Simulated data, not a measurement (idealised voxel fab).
This section sets out a process module, namely voxel wiring stack.
Section shown: cut. Width: 140 nm. Cell size: 5 nm, square.
How to read a cross-section here: the picture is a grid of square cells, written as bands going from the top down, and any band can span one or more rows of cells.
Quick guide to a band line: top height, bottom height (nm) up front; then every material left to right with its width in nm. Only one material and it's marked "throughout"? Then it fills the band edge to edge. And "air" just means empty space.
Heights from 0 (as-received wafer is one material below). Bottom band endless downward, as "top 0, no bottom".
You'd read "30->40" like this: the band's top row of cells is as wide as the first number, its bottom row is as wide as the second, and going down, every row changes width by the same amount as the row before did.
The designation "no alteration", where it is given for a processing step, indicates that no cell of the cross-section was altered in the course of that step.
Heads up: "Closed void inventory" only lists the empty pockets with no open path to the top that are 8 cells or more, and it writes them as width x height at distance, distance from the left edge, in nm.
Read whatever lies past the settings on a step's line as the simulator's own remark about the step.
"overlay nm", when on a step's line for a step with a mask, measures how far to the right of its planned place the mask lay; a negative measure means to the left.
### Process steps (planned)
1. RECEIVE: material Si
2. CONFORMAL_DEP: material SiO2, thk nm 10
3. CONFORMAL_DEP: material SiCN, thk nm 5
4. DIRECTIONAL_DEP: material SiO2, thk nm 25
5. MASKED_ETCH: tone open, mask id METAL_1, width nm 20, pitch nm 35, etch materials SiO2, depth nm 25, overlay nm 0
6. MASKED_ETCH: tone open, mask id METAL_1, width nm 20, pitch nm 35, etch materials SiCN, depth nm 5, overlay nm 0
7. CONFORMAL_DEP: material TiN, thk nm 5
8. FILL_DEP: material W, thk nm 10
9. CMP: height nm 40
10. EPI: material Ru, thk nm 5
11. FILL_DEP: material SiCN, thk nm 5
12. DIRECTIONAL_DEP: material lowk, thk nm 10
13. PATTERN: tone open, mask id PLUG_1, material resist, width nm 15, pitch nm 70, thk nm 20, overlay nm 0
14. DIRECTIONAL_ETCH: etch materials lowk, depth nm 10
15. DIRECTIONAL_ETCH: etch materials SiCN, depth nm 5
16. STRIP: etch materials resist
17. CONFORMAL_DEP: material TiN, thk nm 5
18. FILL_DEP: material W, thk nm 5
19. CMP: height nm 60
20. DIRECTIONAL_DEP: material TiN, thk nm 5
21. DIRECTIONAL_DEP: material Ru, thk nm 20
22. MASKED_ETCH: tone cover, mask id METAL_2, width nm 20, pitch nm 35, etch materials Ru, depth nm 20, overlay nm 0
23. MASKED_ETCH: tone cover, mask id METAL_2, width nm 20, pitch nm 35, etch materials TiN, depth nm 5, overlay nm 0
24. CONFORMAL_DEP: material SiN, thk nm 5
25. FILL_DEP: material lowk, thk nm 10
26. CMP: height nm 85
27. CONFORMAL_DEP: material SiCN, thk nm 5
28. DIRECTIONAL_DEP: material SiO2, thk nm 35
29. PATTERN: tone open, mask id METAL_3, material resist, width nm 20, pitch nm 35, thk nm 15, overlay nm 0
30. DIRECTIONAL_ETCH: etch materials SiO2, depth nm 20
31. STRIP: etch materials resist
32. PATTERN: tone open, mask id METAL_3_HOLES, material resist, width nm 15, pitch nm 35, thk nm 15, overlay nm 0
33. DIRECTIONAL_ETCH: etch materials SiO2, depth nm 15
34. DIRECTIONAL_ETCH: etch materials SiCN, depth nm 5
35. STRIP: etch materials resist
36. CONFORMAL_DEP: material TiN, thk nm 5
37. FILL_DEP: material Cu, thk nm 10
38. CMP: height nm 125
39. CONFORMAL_DEP: material SiN, thk nm 5
### Account of the first of two wafers, which was processed as intended
### So this is the incoming wafer in cross-section - it's already been through step 1
	top 0, no bottom  Si throughout
	Closed void inventory: none
### How the wafer stands in section after step 2
	top 10, bottom 0  SiO2 throughout
	Below 0 it's all the same as before, nothing changed down there.
### How the wafer stands in section after step 3
	top 15, bottom 10  SiCN throughout
	Below 10 it's all the same as before, nothing changed down there.
### How the wafer stands in section after step 4
	top 40, bottom 15  SiO2 throughout
	Below 15 it's all the same as before, nothing changed down there.
### How the wafer stands in section after step 5
	top 40, bottom 15  25 of SiO2; 20 of air; 15 of SiO2; 20 of air; 15 of SiO2; 20 of air; 25 of SiO2
	Below 15 it's all the same as before, nothing changed down there.
### How the wafer stands in section after step 6
	top 40, bottom 15  25 of SiO2; 20 of air; 15 of SiO2; 20 of air; 15 of SiO2; 20 of air; 25 of SiO2
	top 15, bottom 10  25 of SiCN; 20 of air; 15 of SiCN; 20 of air; 15 of SiCN; 20 of air; 25 of SiCN
	Below 10 it's all the same as before, nothing changed down there.
### How the wafer stands in section after step 7
	top 45, bottom 40  30 of TiN; 10 of air; 25 of TiN; 10 of air; 25 of TiN; 10 of air; 30 of TiN
	top 40, bottom 15  25 of SiO2; 5 of TiN; 10 of air; 5 of TiN; 15 of SiO2; 5 of TiN; 10 of air; 5 of TiN; 15 of SiO2; 5 of TiN; 10 of air; 5 of TiN; 25 of SiO2
	top 15, bottom 10  25 of SiCN; 20 of TiN; 15 of SiCN; 20 of TiN; 15 of SiCN; 20 of TiN; 25 of SiCN
	Below 10 it's all the same as before, nothing changed down there.
### How the wafer stands in section after step 8
	top 55, bottom 45  W throughout
	top 45, bottom 40  30 of TiN; 10 of W; 25 of TiN; 10 of W; 25 of TiN; 10 of W; 30 of TiN
	top 40, bottom 15  25 of SiO2; 5 of TiN; 10 of W; 5 of TiN; 15 of SiO2; 5 of TiN; 10 of W; 5 of TiN; 15 of SiO2; 5 of TiN; 10 of W; 5 of TiN; 25 of SiO2
	Below 15 it's all the same as before, nothing changed down there.
### How the wafer stands in section after step 9
	top 40, bottom 15  25 of SiO2; 5 of TiN; 10 of W; 5 of TiN; 15 of SiO2; 5 of TiN; 10 of W; 5 of TiN; 15 of SiO2; 5 of TiN; 10 of W; 5 of TiN; 25 of SiO2
	Below 15 it's all the same as before, nothing changed down there.
### How the wafer stands in section after step 10
	top 45, bottom 40  20 of air; 30 of Ru; 5 of air; 30 of Ru; 5 of air; 30 of Ru; 20 of air
	Below 40 it's all the same as before, nothing changed down there.
### How the wafer stands in section after step 11
	top 50, bottom 45  SiCN throughout
	top 45, bottom 40  20 of SiCN; 30 of Ru; 5 of SiCN; 30 of Ru; 5 of SiCN; 30 of Ru; 20 of SiCN
	Below 40 it's all the same as before, nothing changed down there.
### How the wafer stands in section after step 12
	top 60, bottom 50  lowk throughout
	Below 50 it's all the same as before, nothing changed down there.
### How the wafer stands in section after step 13
	top 80, bottom 60  25 of resist; 15 of air; 55 of resist; 15 of air; 30 of resist
	Below 60 it's all the same as before, nothing changed down there.
### How the wafer stands in section after step 14
	top 80, bottom 60  25 of resist; 15 of air; 55 of resist; 15 of air; 30 of resist
	top 60, bottom 50  25 of lowk; 15 of air; 55 of lowk; 15 of air; 30 of lowk
	Below 50 it's all the same as before, nothing changed down there.
### How the wafer stands in section after step 15
	top 80, bottom 60  25 of resist; 15 of air; 55 of resist; 15 of air; 30 of resist
	top 60, bottom 50  25 of lowk; 15 of air; 55 of lowk; 15 of air; 30 of lowk
	top 50, bottom 45  25 of SiCN; 15 of air; 55 of SiCN; 15 of air; 30 of SiCN
	Below 45 it's all the same as before, nothing changed down there.
### How the wafer stands in section after step 16
	top 60, bottom 50  25 of lowk; 15 of air; 55 of lowk; 15 of air; 30 of lowk
	Below 50 it's all the same as before, nothing changed down there.
### How the wafer stands in section after step 17
	top 65, bottom 60  30 of TiN; 5 of air; 65 of TiN; 5 of air; 35 of TiN
	top 60, bottom 50  25 of lowk; 5 of TiN; 5 of air; 5 of TiN; 55 of lowk; 5 of TiN; 5 of air; 5 of TiN; 30 of lowk
	top 50, bottom 45  25 of SiCN; 15 of TiN; 55 of SiCN; 15 of TiN; 30 of SiCN
	Below 45 it's all the same as before, nothing changed down there.
### How the wafer stands in section after step 18
	top 70, bottom 65  W throughout
	top 65, bottom 60  30 of TiN; 5 of W; 65 of TiN; 5 of W; 35 of TiN
	top 60, bottom 50  25 of lowk; 5 of TiN; 5 of W; 5 of TiN; 55 of lowk; 5 of TiN; 5 of W; 5 of TiN; 30 of lowk
	Below 50 it's all the same as before, nothing changed down there.
### How the wafer stands in section after step 19
	top 60, bottom 50  25 of lowk; 5 of TiN; 5 of W; 5 of TiN; 55 of lowk; 5 of TiN; 5 of W; 5 of TiN; 30 of lowk
	Below 50 it's all the same as before, nothing changed down there.
### How the wafer stands in section after step 20
	top 65, bottom 60  TiN throughout
	Below 60 it's all the same as before, nothing changed down there.
### How the wafer stands in section after step 21
	top 85, bottom 65  Ru throughout
	Below 65 it's all the same as before, nothing changed down there.
### How the wafer stands in section after step 22
	top 85, bottom 65  25 of air; 20 of Ru; 15 of air; 20 of Ru; 15 of air; 20 of Ru; 25 of air
	Below 65 it's all the same as before, nothing changed down there.
### How the wafer stands in section after step 23
	top 85, bottom 65  25 of air; 20 of Ru; 15 of air; 20 of Ru; 15 of air; 20 of Ru; 25 of air
	top 65, bottom 60  25 of air; 20 of TiN; 15 of air; 20 of TiN; 15 of air; 20 of TiN; 25 of air
	Below 60 it's all the same as before, nothing changed down there.
### How the wafer stands in section after step 24
	top 90, bottom 85  20 of air; 30 of SiN; 5 of air; 30 of SiN; 5 of air; 30 of SiN; 20 of air
	top 85, bottom 65  20 of air; 5 of SiN; 20 of Ru; 5 of SiN; 5 of air; 5 of SiN; 20 of Ru; 5 of SiN; 5 of air; 5 of SiN; 20 of Ru; 5 of SiN; 20 of air
	top 65, bottom 60  25 of SiN; 20 of TiN; 15 of SiN; 20 of TiN; 15 of SiN; 20 of TiN; 25 of SiN
	Below 60 it's all the same as before, nothing changed down there.
### How the wafer stands in section after step 25
	top 100, bottom 90  lowk throughout
	top 90, bottom 85  20 of lowk; 30 of SiN; 5 of lowk; 30 of SiN; 5 of lowk; 30 of SiN; 20 of lowk
	top 85, bottom 65  20 of lowk; 5 of SiN; 20 of Ru; 5 of SiN; 5 of lowk; 5 of SiN; 20 of Ru; 5 of SiN; 5 of lowk; 5 of SiN; 20 of Ru; 5 of SiN; 20 of lowk
	Below 65 it's all the same as before, nothing changed down there.
### How the wafer stands in section after step 26
	top 85, bottom 65  20 of lowk; 5 of SiN; 20 of Ru; 5 of SiN; 5 of lowk; 5 of SiN; 20 of Ru; 5 of SiN; 5 of lowk; 5 of SiN; 20 of Ru; 5 of SiN; 20 of lowk
	Below 65 it's all the same as before, nothing changed down there.
### How the wafer stands in section after step 27
	top 90, bottom 85  SiCN throughout
	Below 85 it's all the same as before, nothing changed down there.
### How the wafer stands in section after step 28
	top 125, bottom 90  SiO2 throughout
	Below 90 it's all the same as before, nothing changed down there.
### How the wafer stands in section after step 29
	top 140, bottom 125  25 of resist; 20 of air; 15 of resist; 20 of air; 15 of resist; 20 of air; 25 of resist
	Below 125 it's all the same as before, nothing changed down there.
### How the wafer stands in section after step 30
	top 140, bottom 125  25 of resist; 20 of air; 15 of resist; 20 of air; 15 of resist; 20 of air; 25 of resist
	top 125, bottom 105  25 of SiO2; 20 of air; 15 of SiO2; 20 of air; 15 of SiO2; 20 of air; 25 of SiO2
	Below 105 it's all the same as before, nothing changed down there.
### How the wafer stands in section after step 31
	top 125, bottom 105  25 of SiO2; 20 of air; 15 of SiO2; 20 of air; 15 of SiO2; 20 of air; 25 of SiO2
	Below 105 it's all the same as before, nothing changed down there.
### How the wafer stands in section after step 32
	top 140, bottom 125  25 of resist; 15 of air; 20 of resist; 15 of air; 20 of resist; 15 of air; 30 of resist
	top 125, bottom 105  25 of SiO2; 15 of air; 5 of resist; 15 of SiO2; 15 of air; 5 of resist; 15 of SiO2; 15 of air; 5 of resist; 25 of SiO2
	Below 105 it's all the same as before, nothing changed down there.
### How the wafer stands in section after step 33
	top 140, bottom 125  25 of resist; 15 of air; 20 of resist; 15 of air; 20 of resist; 15 of air; 30 of resist
	top 125, bottom 105  25 of SiO2; 15 of air; 5 of resist; 15 of SiO2; 15 of air; 5 of resist; 15 of SiO2; 15 of air; 5 of resist; 25 of SiO2
	top 105, bottom 90  25 of SiO2; 15 of air; 20 of SiO2; 15 of air; 20 of SiO2; 15 of air; 30 of SiO2
	Below 90 it's all the same as before, nothing changed down there.
### How the wafer stands in section after step 34
	top 140, bottom 125  25 of resist; 15 of air; 20 of resist; 15 of air; 20 of resist; 15 of air; 30 of resist
	top 125, bottom 105  25 of SiO2; 15 of air; 5 of resist; 15 of SiO2; 15 of air; 5 of resist; 15 of SiO2; 15 of air; 5 of resist; 25 of SiO2
	top 105, bottom 90  25 of SiO2; 15 of air; 20 of SiO2; 15 of air; 20 of SiO2; 15 of air; 30 of SiO2
	top 90, bottom 85  25 of SiCN; 15 of air; 20 of SiCN; 15 of air; 20 of SiCN; 15 of air; 30 of SiCN
	Below 85 it's all the same as before, nothing changed down there.
### How the wafer stands in section after step 35
	top 125, bottom 105  25 of SiO2; 20 of air; 15 of SiO2; 20 of air; 15 of SiO2; 20 of air; 25 of SiO2
	Below 105 it's all the same as before, nothing changed down there.
### How the wafer stands in section after step 36
	top 130, bottom 125  30 of TiN; 10 of air; 25 of TiN; 10 of air; 25 of TiN; 10 of air; 30 of TiN
	top 125, bottom 110  25 of SiO2; 5 of TiN; 10 of air; 5 of TiN; 15 of SiO2; 5 of TiN; 10 of air; 5 of TiN; 15 of SiO2; 5 of TiN; 10 of air; 5 of TiN; 25 of SiO2
	top 110, bottom 105  25 of SiO2; 5 of TiN; 5 of air; 10 of TiN; 15 of SiO2; 5 of TiN; 5 of air; 10 of TiN; 15 of SiO2; 5 of TiN; 5 of air; 10 of TiN; 25 of SiO2
	top 105, bottom 90  25 of SiO2; 5 of TiN; 5 of air; 5 of TiN; 20 of SiO2; 5 of TiN; 5 of air; 5 of TiN; 20 of SiO2; 5 of TiN; 5 of air; 5 of TiN; 30 of SiO2
	top 90, bottom 85  25 of SiCN; 15 of TiN; 20 of SiCN; 15 of TiN; 20 of SiCN; 15 of TiN; 30 of SiCN
	Below 85 it's all the same as before, nothing changed down there.
### How the wafer stands in section after step 37
	top 140, bottom 130  Cu throughout
	top 130, bottom 125  30 of TiN; 10 of Cu; 25 of TiN; 10 of Cu; 25 of TiN; 10 of Cu; 30 of TiN
	top 125, bottom 110  25 of SiO2; 5 of TiN; 10 of Cu; 5 of TiN; 15 of SiO2; 5 of TiN; 10 of Cu; 5 of TiN; 15 of SiO2; 5 of TiN; 10 of Cu; 5 of TiN; 25 of SiO2
	top 110, bottom 105  25 of SiO2; 5 of TiN; 5 of Cu; 10 of TiN; 15 of SiO2; 5 of TiN; 5 of Cu; 10 of TiN; 15 of SiO2; 5 of TiN; 5 of Cu; 10 of TiN; 25 of SiO2
	top 105, bottom 90  25 of SiO2; 5 of TiN; 5 of Cu; 5 of TiN; 20 of SiO2; 5 of TiN; 5 of Cu; 5 of TiN; 20 of SiO2; 5 of TiN; 5 of Cu; 5 of TiN; 30 of SiO2
	Below 90 it's all the same as before, nothing changed down there.
### How the wafer stands in section after step 38
	top 125, bottom 110  25 of SiO2; 5 of TiN; 10 of Cu; 5 of TiN; 15 of SiO2; 5 of TiN; 10 of Cu; 5 of TiN; 15 of SiO2; 5 of TiN; 10 of Cu; 5 of TiN; 25 of SiO2
	Below 110 it's all the same as before, nothing changed down there.
### How the wafer stands in section after step 39
	top 130, bottom 125  SiN throughout
	Below 125 it's all the same as before, nothing changed down there.
### The second wafer began exactly as the first did and followed the same plan, but one mistake was made while running it; through step 35 inclusive, the two wafers are identical
### Second wafer, section view, time point: scheduled end of step 36
	top 130, bottom 125  30 of SiCN; 10 of air; 25 of SiCN; 10 of air; 25 of SiCN; 10 of air; 30 of SiCN
	top 125, bottom 110  25 of SiO2; 5 of SiCN; 10 of air; 5 of SiCN; 15 of SiO2; 5 of SiCN; 10 of air; 5 of SiCN; 15 of SiO2; 5 of SiCN; 10 of air; 5 of SiCN; 25 of SiO2
	top 110, bottom 105  25 of SiO2; 5 of SiCN; 5 of air; 10 of SiCN; 15 of SiO2; 5 of SiCN; 5 of air; 10 of SiCN; 15 of SiO2; 5 of SiCN; 5 of air; 10 of SiCN; 25 of SiO2
	top 105, bottom 90  25 of SiO2; 5 of SiCN; 5 of air; 5 of SiCN; 20 of SiO2; 5 of SiCN; 5 of air; 5 of SiCN; 20 of SiO2; 5 of SiCN; 5 of air; 5 of SiCN; 30 of SiO2
	top 90, bottom 85  SiCN throughout
	Below 85 it's all the same as before, nothing changed down there.
### Second wafer, section view, time point: scheduled end of step 37
	top 140, bottom 130  Cu throughout
	top 130, bottom 125  30 of SiCN; 10 of Cu; 25 of SiCN; 10 of Cu; 25 of SiCN; 10 of Cu; 30 of SiCN
	top 125, bottom 110  25 of SiO2; 5 of SiCN; 10 of Cu; 5 of SiCN; 15 of SiO2; 5 of SiCN; 10 of Cu; 5 of SiCN; 15 of SiO2; 5 of SiCN; 10 of Cu; 5 of SiCN; 25 of SiO2
	top 110, bottom 105  25 of SiO2; 5 of SiCN; 5 of Cu; 10 of SiCN; 15 of SiO2; 5 of SiCN; 5 of Cu; 10 of SiCN; 15 of SiO2; 5 of SiCN; 5 of Cu; 10 of SiCN; 25 of SiO2
	top 105, bottom 90  25 of SiO2; 5 of SiCN; 5 of Cu; 5 of SiCN; 20 of SiO2; 5 of SiCN; 5 of Cu; 5 of SiCN; 20 of SiO2; 5 of SiCN; 5 of Cu; 5 of SiCN; 30 of SiO2
	Below 90 it's all the same as before, nothing changed down there.
### Second wafer, section view, time point: scheduled end of step 38
	top 125, bottom 110  25 of SiO2; 5 of SiCN; 10 of Cu; 5 of SiCN; 15 of SiO2; 5 of SiCN; 10 of Cu; 5 of SiCN; 15 of SiO2; 5 of SiCN; 10 of Cu; 5 of SiCN; 25 of SiO2
	Below 110 it's all the same as before, nothing changed down there.
### Second wafer, section view, time point: scheduled end of step 39
	top 130, bottom 125  SiN throughout
	Below 125 it's all the same as before, nothing changed down there.
Diagnosis: planned and actual differ for step 36; actual: CONFORMAL_DEP: material SiCN, thk nm 5
The final cell counts differ between the wafers, with the second having more or fewer of some materials than the first: +54 SiCN | -54 TiN
